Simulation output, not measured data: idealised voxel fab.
process module | voxel self aligned contacts
cross-section cut | 255 nm wide | cells 5 nm
A cross-section is a grid of square cells, given in bands from the top down. A band is one or more rows of cells.
Each band's line starts with the height of the band's top and of its bottom, in nm. Then come its materials from left to right, each with its width in nm. One material with "throughout" fills the band from edge to edge. "air" is empty space.
Height 0 is the level under which the wafer as received is all one material. The lowest band goes on downwards, as in "0 down".
A width such as "30 to 40" changes by the same amount from each row of cells to the next, from the band's top row to its bottom row.
"no change" after a step means that no cell of the cross-section changed.
closed voids: empty space of 8 cells or more with no open way to the top, each as width x height at its distance from the left edge, in nm
after a step's settings: what the simulator itself notes on the step
overlay nm, on a step with a mask: how far to the right of its planned place the mask lay; to the left if negative
plan
1 op RECEIVE | material Si
2 op OXIDIZE | depth nm 5
3 op DIRECTIONAL_DEP | material polySi | thk nm 25
4 op DIRECTIONAL_DEP | material SiN | thk nm 20
5 op MASKED_ETCH | tone cover | mask id GATE | width nm 35 | pitch nm 70 | etch materials SiN | depth nm 20 | overlay nm 0
6 op MASKED_ETCH | tone cover | mask id GATE | width nm 35 | pitch nm 70 | etch materials polySi | depth nm 25 | overlay nm 0
7 op CONFORMAL_DEP | material SiN | thk nm 5
8 op DIRECTIONAL_ETCH | etch materials SiN | depth nm 5
9 op FILL_DEP | material SiO2 | thk nm 10
10 op CMP | height nm 50
11 op DIRECTIONAL_DEP | material aC | thk nm 10
12 op PATTERN | tone open | mask id CONTACT | material resist | width nm 45 | thk nm 30 | overlay nm 0
13 op DIRECTIONAL_ETCH | etch materials aC | depth nm 10
14 op STRIP | etch materials resist
15 op DIRECTIONAL_ETCH | etch materials SiO2 | depth nm 55
16 op STRIP | etch materials aC
17 op CONFORMAL_DEP | material TiN | thk nm 5
18 op FILL_DEP | material W | thk nm 5
19 op CMP | height nm 50
20 op CONFORMAL_DEP | material SiCN | thk nm 5
varied across the wafers: thk nm of step 20. The plan shows the first wafer's value. All wafers start alike
first wafer as received, after step 1
  0 down: Si throughout
  closed voids: none
first wafer at the end, after step 20
  55 to 50: SiCN throughout
  50 to 45: SiO2 105 | TiN 15 | W 15 | TiN 15 | SiO2 105
  45 to 25: SiO2 70 | SiN 45 | TiN 5 | W 15 | TiN 5 | SiN 45 | SiO2 70
  25 to 0: SiO2 70 | SiN 5 | polySi 35 | SiN 5 | TiN 5 | W 15 | TiN 5 | SiN 5 | polySi 35 | SiN 5 | SiO2 70
  0 to -5: SiO2 115 | TiN 25 | SiO2 115
  -5 down: Si throughout
  closed voids: none
last wafer at the end
  70 to 50: SiCN throughout
  50 to 45: SiO2 105 | TiN 15 | W 15 | TiN 15 | SiO2 105
  45 to 25: SiO2 70 | SiN 45 | TiN 5 | W 15 | TiN 5 | SiN 45 | SiO2 70
  25 to 0: SiO2 70 | SiN 5 | polySi 35 | SiN 5 | TiN 5 | W 15 | TiN 5 | SiN 5 | polySi 35 | SiN 5 | SiO2 70
  0 to -5: SiO2 115 | TiN 25 | SiO2 115
  -5 down: Si throughout
  closed voids: none
each wafer at the end: cells of each material gained (+) or lost (-) since it was received, then its closed voids
thk nm 5 | -51 Si | +51 SiCN | +92 SiN | +340 SiO2 | +29 TiN | +30 W | +70 polySi | closed voids: none
thk nm 10 | -51 Si | +102 SiCN | +92 SiN | +340 SiO2 | +29 TiN | +30 W | +70 polySi | closed voids: none
thk nm 15 | -51 Si | +153 SiCN | +92 SiN | +340 SiO2 | +29 TiN | +30 W | +70 polySi | closed voids: none
thk nm 20 | -51 Si | +204 SiCN | +92 SiN | +340 SiO2 | +29 TiN | +30 W | +70 polySi | closed voids: none
